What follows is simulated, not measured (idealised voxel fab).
A process module follows: voxel gate over fins.
cross-section cut | 220 nm wide | cells 5 nm
Think of the cross-section as a grid of square cells. We describe it in bands, top to bottom, and each band covers one or more rows of those cells.
The entry gives the band's vertical extent as a top height and a bottom height in nm, then its horizontal make-up as materials from left to right, each with a width in nm. "blank" stands for empty space; a single material marked "all across" fills the band edge to edge.
Height is counted from the level 0, under which the received wafer is composed throughout of one material. The lowest of the bands is not closed at the bottom but continues downward, in the notation "0..down".
Quick explanation for "30 to 40": the width changes in equal steps down the rows of cells, from the first number in the band's top row to the second number in its bottom row.
When a step is marked "remained unchanged", none of the cells in the cross-section changed during that step.
The label "Entrapped void list" introduces a list of the empty spaces, 8 cells or larger, that have no open way up to the top; each entry in it reads width x height at distance, where the distance is taken from the left edge and all three are stated in nm.
Note: text after step settings on the step line = simulator remark on that step.
overlay nm: how far to the right of its planned place the mask lay on this masked step (negative: to the left).

## Steps planned for the process
1. RECEIVE: material Si
2. CONFORMAL_DEP: material SiN, thk nm 10
3. MASKED_ETCH: tone cover, mask id FINS, width nm 15, pitch nm 35, etch materials SiN, depth nm 10, overlay nm 0
4. MASKED_ETCH: tone cover, mask id FINS, width nm 15, pitch nm 35, etch materials Si, depth nm 30, overlay nm 0
5. OXIDIZE: depth nm 5
6. FILL_DEP: material SiO2, thk nm 10
7. CMP: height nm 10
8. SELECTIVE_ETCH: etch materials SiO2, depth nm 25
9. STRIP: etch materials SiN
10. CONFORMAL_DEP: material HfO2, thk nm 5
11. CONFORMAL_DEP: material TiN, thk nm 5
12. CONFORMAL_DEP: material TiAl, thk nm 5
13. CONFORMAL_DEP: material TiN, thk nm 5
14. FILL_DEP: material W, thk nm 15
15. CMP: height nm 30
16. CONFORMAL_DEP: material SiN, thk nm 5

## The first wafer of two, processed as planned

## Cross-section: wafer on arrival = after step 1
    0..down = Si all across
    Entrapped void list: none

## after step 2
    10..0 = SiN all across
    Unchanged below 0.

## after step 3
    10..0 = blank 85 | SiN 15 | blank 20 | SiN 15 | blank 85
    Unchanged below 0.

## after step 4
    10..0 = blank 85 | SiN 15 | blank 20 | SiN 15 | blank 85
    0..-30 = blank 85 | Si 15 | blank 20 | Si 15 | blank 85
    Unchanged below -30.

## after step 5
    10..0 = blank 85 | SiN 15 | blank 20 | SiN 15 | blank 85
    0..-30 = blank 85 | SiO2 5 | Si 5 | SiO2 5 | blank 20 | SiO2 5 | Si 5 | SiO2 5 | blank 85
    -30..-35 = SiO2 90 | Si 5 | SiO2 30 | Si 5 | SiO2 90
    Unchanged below -35.

## after step 6
    20..10 = SiO2 all across
    10..0 = SiO2 85 | SiN 15 | SiO2 20 | SiN 15 | SiO2 85
    0..-35 = SiO2 90 | Si 5 | SiO2 30 | Si 5 | SiO2 90
    Unchanged below -35.

## after step 7
    10..0 = SiO2 85 | SiN 15 | SiO2 20 | SiN 15 | SiO2 85
    Unchanged below 0.

## after step 8
    10..0 = blank 85 | SiN 15 | blank 20 | SiN 15 | blank 85
    0..-15 = blank 90 | Si 5 | blank 30 | Si 5 | blank 90
    Unchanged below -15.

## after step 9
    0..-15 = blank 90 | Si 5 | blank 30 | Si 5 | blank 90
    Unchanged below -15.

## after step 10
    5..0 = blank 85 | HfO2 15 | blank 20 | HfO2 15 | blank 85
    0..-10 = blank 85 | HfO2 5 | Si 5 | HfO2 5 | blank 20 | HfO2 5 | Si 5 | HfO2 5 | blank 85
    -10..-15 = HfO2 90 | Si 5 | HfO2 30 | Si 5 | HfO2 90
    Unchanged below -15.

## after step 11
    10..5 = blank 80 | TiN 25 | blank 10 | TiN 25 | blank 80
    5..0 = blank 80 | TiN 5 | HfO2 15 | TiN 5 | blank 10 | TiN 5 | HfO2 15 | TiN 5 | blank 80
    0..-5 = blank 80 | TiN 5 | HfO2 5 | Si 5 | HfO2 5 | TiN 5 | blank 10 | TiN 5 | HfO2 5 | Si 5 | HfO2 5 | TiN 5 | blank 80
    -5..-10 = TiN 85 | HfO2 5 | Si 5 | HfO2 5 | TiN 20 | HfO2 5 | Si 5 | HfO2 5 | TiN 85
    Unchanged below -10.

## after step 12
    15..10 = blank 75 | TiAl 70 | blank 75
    10..5 = blank 75 | TiAl 5 | TiN 25 | TiAl 10 | TiN 25 | TiAl 5 | blank 75
    5..0 = blank 75 | TiAl 5 | TiN 5 | HfO2 15 | TiN 5 | TiAl 10 | TiN 5 | HfO2 15 | TiN 5 | TiAl 5 | blank 75
    0..-5 = TiAl 80 | TiN 5 | HfO2 5 | Si 5 | HfO2 5 | TiN 5 | TiAl 10 | TiN 5 | HfO2 5 | Si 5 | HfO2 5 | TiN 5 | TiAl 80
    Unchanged below -5.

## after step 13
    20..15 = blank 70 | TiN 80 | blank 70
    15..10 = blank 70 | TiN 5 | TiAl 70 | TiN 5 | blank 70
    10..5 = blank 70 | TiN 5 | TiAl 5 | TiN 25 | TiAl 10 | TiN 25 | TiAl 5 | TiN 5 | blank 70
    5..0 = TiN 75 | TiAl 5 | TiN 5 | HfO2 15 | TiN 5 | TiAl 10 | TiN 5 | HfO2 15 | TiN 5 | TiAl 5 | TiN 75
    Unchanged below 0.

## after step 14
    35..20 = W all across
    20..15 = W 70 | TiN 80 | W 70
    15..10 = W 70 | TiN 5 | TiAl 70 | TiN 5 | W 70
    10..5 = W 70 | TiN 5 | TiAl 5 | TiN 25 | TiAl 10 | TiN 25 | TiAl 5 | TiN 5 | W 70
    Unchanged below 5.

## after step 15
    30..20 = W all across
    Unchanged below 20.

## after step 16
    35..30 = SiN all across
    Unchanged below 30.

## second wafer: like start, like plan, one mistake. Through step 10 it matches the first wafer

## At the planned end of step 11, the second wafer in cross-section
    20..5 = blank 70 | TiN 80 | blank 70
    5..0 = TiN 85 | HfO2 15 | TiN 20 | HfO2 15 | TiN 85
    0..-10 = TiN 85 | HfO2 5 | Si 5 | HfO2 5 | TiN 20 | HfO2 5 | Si 5 | HfO2 5 | TiN 85
    Unchanged below -10.

## At the planned end of step 12, the second wafer in cross-section
    25..20 = blank 65 | TiAl 90 | blank 65
    20..10 = blank 65 | TiAl 5 | TiN 80 | TiAl 5 | blank 65
    10..5 = TiAl 70 | TiN 80 | TiAl 70
    Unchanged below 5.

## At the planned end of step 13, the second wafer in cross-section
    30..25 = blank 60 | TiN 100 | blank 60
    25..20 = blank 60 | TiN 5 | TiAl 90 | TiN 5 | blank 60
    20..15 = blank 60 | TiN 5 | TiAl 5 | TiN 80 | TiAl 5 | TiN 5 | blank 60
    15..10 = TiN 65 | TiAl 5 | TiN 80 | TiAl 5 | TiN 65
    Unchanged below 10.

## At the planned end of step 14, the second wafer in cross-section
    45..30 = W all across
    30..25 = W 60 | TiN 100 | W 60
    25..20 = W 60 | TiN 5 | TiAl 90 | TiN 5 | W 60
    20..15 = W 60 | TiN 5 | TiAl 5 | TiN 80 | TiAl 5 | TiN 5 | W 60
    Unchanged below 15.

## At the planned end of step 15, the second wafer in cross-section
    30..25 = W 60 | TiN 100 | W 60
    Unchanged below 25.

## At the planned end of step 16, the second wafer in cross-section
    35..30 = SiN all across
    Unchanged below 30.
Processing error: step 11, actual vs plan mismatch, actual run CONFORMAL_DEP: material TiN, thk nm 15
The second wafer ends with more or fewer cells of some materials than the first, per final count: TiAl: 6 fewer, TiN: 106 more, W: 100 fewer
